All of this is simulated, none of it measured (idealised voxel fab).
This section sets out a process module, namely voxel spacer lines.
Section cut is 245 nm wide and gridded with 5 nm square cells.
This document writes a cross-section as a grid whose cells are square, and gives it as bands, listed from the top down; one or more rows of cells form a band. Each band's line starts with the height of the band's top and of its bottom, in nm. Then come its materials from left to right, each with its width in nm. One material with "full width" fills the band from edge to edge. "air" is empty space. For the purposes of this specification, 0 denotes the height below which the wafer in its as-received condition is composed wholly of one material, and the lowermost band, lacking a lower limit, extends downward without end, as expressed in "top 0, no bottom". A width given as "30 to 40" starts at the first number in the band's top row and ends at the second number in its bottom row, shifting by an equal amount at every step from row to row. Step marked "no change"? Then no cell in the cross-section changed in it. The list in "Closed void roster" covers empty spaces of 8 cells or more that cannot reach the top through any open way, and it gives each as width x height at distance; the distance is from the left edge, and width, height and distance are in nm. Formally, on a step line, whatever follows the settings is a remark that the simulator itself makes on the step. A step's line can hold "overlay nm"; with a mask on that step, the setting says how far right of the planned place the mask lay, while a negative setting says it lay to the left.

-- The following list gives the planned process steps
1 RECEIVE | material Si
2 CONFORMAL_DEP | material Al2O3 | thk nm 5
3 DIRECTIONAL_DEP | material W | thk nm 20
4 DIRECTIONAL_DEP | material aC | thk nm 25
5 PATTERN | tone cover | mask id MANDREL | material resist | width nm 25 | pitch nm 70 | thk nm 30 | overlay nm 0
6 DIRECTIONAL_ETCH | etch materials aC | depth nm 25
7 STRIP | etch materials resist
8 CONFORMAL_DEP | material SiO2 | thk nm 10
9 DIRECTIONAL_ETCH | etch materials SiO2 | depth nm 10
10 STRIP | etch materials aC
11 DIRECTIONAL_ETCH | etch materials W | depth nm 20
12 STRIP | etch materials SiO2

-- The first of two wafers, run as planned

-- As-received state of the wafer in cross-section, equivalent to post-step 1
top 0, no bottom  Si full width
Closed void roster: none

-- So this is the wafer cross-section right after step 2
top 5, bottom 0  Al2O3 full width
Note: structure below 0 unchanged.

-- So this is the wafer cross-section right after step 3
top 25, bottom 5  W full width
Note: structure below 5 unchanged.

-- So this is the wafer cross-section right after step 4
top 50, bottom 25  aC full width
Note: structure below 25 unchanged.

-- So this is the wafer cross-section right after step 5
top 80, bottom 50  75 of air / 25 of resist / 45 of air / 25 of resist / 75 of air
Note: structure below 50 unchanged.

-- So this is the wafer cross-section right after step 6
top 55, bottom 50  75 of air / 25 of resist / 45 of air / 25 of resist / 75 of air
top 50, bottom 25  75 of air / 25 of aC / 45 of air / 25 of aC / 75 of air
Note: structure below 25 unchanged.

-- So this is the wafer cross-section right after step 7
top 50, bottom 25  75 of air / 25 of aC / 45 of air / 25 of aC / 75 of air
Note: structure below 25 unchanged.

-- So this is the wafer cross-section right after step 8
top 60, bottom 50  65 of air / 45 of SiO2 / 25 of air / 45 of SiO2 / 65 of air
top 50, bottom 35  65 of air / 10 of SiO2 / 25 of aC / 10 of SiO2 / 25 of air / 10 of SiO2 / 25 of aC / 10 of SiO2 / 65 of air
top 35, bottom 25  75 of SiO2 / 25 of aC / 45 of SiO2 / 25 of aC / 75 of SiO2
Note: structure below 25 unchanged.

-- So this is the wafer cross-section right after step 9
top 50, bottom 25  65 of air / 10 of SiO2 / 25 of aC / 10 of SiO2 / 25 of air / 10 of SiO2 / 25 of aC / 10 of SiO2 / 65 of air
Note: structure below 25 unchanged.

-- So this is the wafer cross-section right after step 10
top 50, bottom 25  65 of air / 10 of SiO2 / 25 of air / 10 of SiO2 / 25 of air / 10 of SiO2 / 25 of air / 10 of SiO2 / 65 of air
Note: structure below 25 unchanged.

-- So this is the wafer cross-section right after step 11
top 50, bottom 25  65 of air / 10 of SiO2 / 25 of air / 10 of SiO2 / 25 of air / 10 of SiO2 / 25 of air / 10 of SiO2 / 65 of air
top 25, bottom 5  65 of air / 10 of W / 25 of air / 10 of W / 25 of air / 10 of W / 25 of air / 10 of W / 65 of air
Note: structure below 5 unchanged.

-- So this is the wafer cross-section right after step 12
top 25, bottom 5  65 of air / 10 of W / 25 of air / 10 of W / 25 of air / 10 of W / 25 of air / 10 of W / 65 of air
Note: structure below 5 unchanged.

-- Companion wafer, the second of two: same beginning, same intended sequence, one mistake in carrying it out; through step 1 inclusive it tracks the first exactly

-- X-section, second wafer, when step 2 was due to finish
top 20, bottom 0  W full width
Note: structure below 0 unchanged.

-- X-section, second wafer, when step 3 was due to finish
top 25, bottom 20  Al2O3 full width
Note: structure below 20 unchanged.

-- X-section, second wafer, when step 4 was due to finish
top 50, bottom 25  aC full width
Note: structure below 25 unchanged.

-- X-section, second wafer, when step 5 was due to finish
top 80, bottom 50  75 of air / 25 of resist / 45 of air / 25 of resist / 75 of air
Note: structure below 50 unchanged.

-- X-section, second wafer, when step 6 was due to finish
top 55, bottom 50  75 of air / 25 of resist / 45 of air / 25 of resist / 75 of air
top 50, bottom 25  75 of air / 25 of aC / 45 of air / 25 of aC / 75 of air
Note: structure below 25 unchanged.

-- X-section, second wafer, when step 7 was due to finish
top 50, bottom 25  75 of air / 25 of aC / 45 of air / 25 of aC / 75 of air
Note: structure below 25 unchanged.

-- X-section, second wafer, when step 8 was due to finish
top 60, bottom 50  65 of air / 45 of SiO2 / 25 of air / 45 of SiO2 / 65 of air
top 50, bottom 35  65 of air / 10 of SiO2 / 25 of aC / 10 of SiO2 / 25 of air / 10 of SiO2 / 25 of aC / 10 of SiO2 / 65 of air
top 35, bottom 25  75 of SiO2 / 25 of aC / 45 of SiO2 / 25 of aC / 75 of SiO2
Note: structure below 25 unchanged.

-- X-section, second wafer, when step 9 was due to finish
top 50, bottom 25  65 of air / 10 of SiO2 / 25 of aC / 10 of SiO2 / 25 of air / 10 of SiO2 / 25 of aC / 10 of SiO2 / 65 of air
Note: structure below 25 unchanged.

-- X-section, second wafer, when step 10 was due to finish
top 50, bottom 25  65 of air / 10 of SiO2 / 25 of air / 10 of SiO2 / 25 of air / 10 of SiO2 / 25 of air / 10 of SiO2 / 65 of air
Note: structure below 25 unchanged.

X-section, second wafer, when step 11 was due to finish: no change

-- X-section, second wafer, when step 12 was due to finish
top 25, bottom 20  Al2O3 full width
Note: structure below 20 unchanged.
It is concluded that the wafer was processed incorrectly with respect to the plan, in that note: step 2 <-> step 3, run order reversed vs plan
Wafer comparison, final, in cells, second relative to first, materials more or fewer: W: 164 more
